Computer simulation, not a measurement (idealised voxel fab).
process module | voxel air gaps
FYI the section here is cut, 290 nm wide, cells are 5 nm squares.
Bands, listed from the top down, are how a cross-section gets written in this document; the cross-section itself is a grid of square cells, and a band is one or more rows of them.
Band: top height; bottom height; in nm. Then, left to right: material with width in nm, for each material. "all across": a single material spanning edge to edge. "empty": empty space.
Below 0: as-received wafer, all one material; heights counted from there. Lowest band: no bottom, goes on down, written "z 0 and below".
A width given as "30..40" starts at the first number in the band's top row and ends at the second number in its bottom row, shifting by an equal amount at every step from row to row.
No cell of the cross-section changed in a step that is given as "no alteration".
You'll see "Enclosed voids" listing empty spaces that have no way open to the top, as long as they're 8 cells or more; the notation is width x height at distance, where the distance is from the left edge, and all of it is in nm.
It should be noted that, on the line of a given step, the content following the step's settings is a remark produced by the simulator itself with respect to that step.
overlay nm: step with mask; distance mask lay right of planned place; negative value = left of planned place.

These are the steps we planned for the process:
| 1 | RECEIVE, material Si |
| 2 | CONFORMAL_DEP, material SiO2, thk nm 15 |
| 3 | CONFORMAL_DEP, material SiN, thk nm 5 |
| 4 | DIRECTIONAL_DEP, material lowk, thk nm 35 |
| 5 | MASKED_ETCH, tone open, mask id LINES, width nm 20, pitch nm 50, etch materials lowk, depth nm 35, overlay nm 0 |
| 6 | CONFORMAL_DEP, material TiN, thk nm 5 |
| 7 | FILL_DEP, material Cu, thk nm 10 |
| 8 | CMP, height nm 55 |
| 9 | EPI, material Ru, thk nm 10 |
| 10 | SELECTIVE_ETCH, etch materials lowk, depth nm 45 |
| 11 | CONFORMAL_DEP, material SiCN, thk nm 5 |

Delivered wafer in cross-section: state after step 1:
- z 0 and below  Si all across
- Enclosed voids: none

Cross-section, end of module. Start: as above. Plan: as above. Execution: one mistake:
- z 70 to 65  empty 50 nm; SiCN 45 nm; empty 5 nm; SiCN 45 nm; empty 5 nm; SiCN 45 nm; empty 5 nm; SiCN 45 nm; empty 45 nm
- z 65 to 55  empty 50 nm; SiCN 5 nm; Ru 35 nm; SiCN 5 nm; empty 5 nm; SiCN 5 nm; Ru 35 nm; SiCN 5 nm; empty 5 nm; SiCN 5 nm; Ru 35 nm; SiCN 5 nm; empty 5 nm; SiCN 5 nm; Ru 35 nm; SiCN 5 nm; empty 45 nm
- z 55 to 50  empty 50 nm; SiCN 15 nm; TiN 5 nm; Cu 5 nm; TiN 5 nm; SiCN 15 nm; empty 5 nm; SiCN 15 nm; TiN 5 nm; Cu 5 nm; TiN 5 nm; SiCN 15 nm; empty 5 nm; SiCN 15 nm; TiN 5 nm; Cu 5 nm; TiN 5 nm; SiCN 15 nm; empty 5 nm; SiCN 15 nm; TiN 5 nm; Cu 5 nm; TiN 5 nm; SiCN 15 nm; empty 45 nm
- z 50 to 25  empty 60 nm; SiCN 5 nm; TiN 5 nm; Cu 5 nm; TiN 5 nm; SiCN 5 nm; empty 25 nm; SiCN 5 nm; TiN 5 nm; Cu 5 nm; TiN 5 nm; SiCN 5 nm; empty 25 nm; SiCN 5 nm; TiN 5 nm; Cu 5 nm; TiN 5 nm; SiCN 5 nm; empty 25 nm; SiCN 5 nm; TiN 5 nm; Cu 5 nm; TiN 5 nm; SiCN 5 nm; empty 55 nm
- z 25 to 20  SiCN 65 nm; TiN 15 nm; SiCN 35 nm; TiN 15 nm; SiCN 35 nm; TiN 15 nm; SiCN 35 nm; TiN 15 nm; SiCN 60 nm
- z 20 to 15  SiN all across
- z 15 to 0  SiO2 all across
- z 0 and below  Si all across
- Enclosed voids: none
Here's what went sideways: in deviation from the planned setting, step 5 was conducted as MASKED_ETCH, tone open, mask id LINES, width nm 15, pitch nm 50, etch materials lowk, depth nm 35, overlay nm 0
